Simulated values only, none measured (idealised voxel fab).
Process module in this document: voxel air gaps
Displayed cross-section: cut, width of 175 nm, square cells sized 5 nm.
Square cells in a grid make up a cross-section in this document, and the grid is given as bands, listed from the top down, each one or more rows of cells. Look at the band entry: it leads with the top's height and the bottom's height in nm. Then it lists the materials left to right, with a width in nm for each. The word "full width" on a single material says that material fills the band edge to edge. The word "blank" is empty space. Height is counted from the level 0, under which the received wafer is composed throughout of one material. The lowest of the bands is not closed at the bottom but continues downward, in the notation "z 0 and below". The width entry "30..40" should be interpreted row by row: the top row of cells in the band takes the first number, the bottom row takes the second number, and the change between adjacent rows is uniform throughout. Reading "nothing changed" for a step: not a cell of the cross-section changed in it. What "Tabulated closed voids" gives you is every empty space of 8 cells or more that is cut off from the top. Each appears as width x height at distance, with the distance taken from the left edge and width, height and distance all in nm. If you see something after the settings on a step's line, that's the simulator's own remark about that step. overlay nm: how far to the right of its planned place the mask lay on this masked step (negative: to the left).
[Set out below are the planned steps of the process]
1 RECEIVE, material Si
2 CONFORMAL_DEP, material SiO2, thk nm 15
3 CONFORMAL_DEP, material SiN, thk nm 5
4 DIRECTIONAL_DEP, material SiO2, thk nm 30
5 MASKED_ETCH, tone open, mask id LINES, width nm 15, pitch nm 40, etch materials SiO2, depth nm 30, overlay nm 0
6 CONFORMAL_DEP, material TiN, thk nm 5
7 FILL_DEP, material W, thk nm 10
8 CMP, height nm 50
9 EPI, material Ru, thk nm 10
10 SELECTIVE_ETCH, etch materials SiO2, depth nm 40
11 CONFORMAL_DEP, material SiN, thk nm 5
[Incoming wafer in cross-section (state: after step 1)]
> z 0 and below  Si full width
> Tabulated closed voids: none
[This is how the wafer looks in cross-section once the module is done, given the starting state and plan above and one mistake in carrying the plan out]
> z 65 to 60  blank 5 / SiN 165 / blank 5
> z 60 to 50  blank 5 / SiN 5 / Ru 35 / SiN 5 / Ru 35 / SiN 5 / Ru 35 / SiN 5 / Ru 35 / SiN 5 / blank 5
> z 50 to 45  blank 5 / SiN 15 / TiN 5 / W 5 / TiN 5 / SiN 25 / TiN 5 / W 5 / TiN 5 / SiN 25 / TiN 5 / W 5 / TiN 5 / SiN 25 / TiN 5 / W 5 / TiN 5 / SiN 15 / blank 5
> z 45 to 40  blank 15 / SiN 5 / TiN 5 / W 5 / TiN 5 / SiN 5 / blank 15 / SiN 5 / TiN 5 / W 5 / TiN 5 / SiN 5 / blank 15 / SiN 5 / TiN 5 / W 5 / TiN 5 / SiN 5 / blank 15 / SiN 5 / TiN 5 / W 5 / TiN 5 / SiN 5 / blank 15
> z 40 to 35  SiN 20 / TiN 15 / SiN 25 / TiN 15 / SiN 25 / TiN 15 / SiN 25 / TiN 15 / SiN 20
> z 35 to 30  SiN full width
> z 30 to 0  SiO2 full width
> z 0 and below  Si full width
> Tabulated closed voids: none
Want to know what went wrong? plan step 2 was twice executed
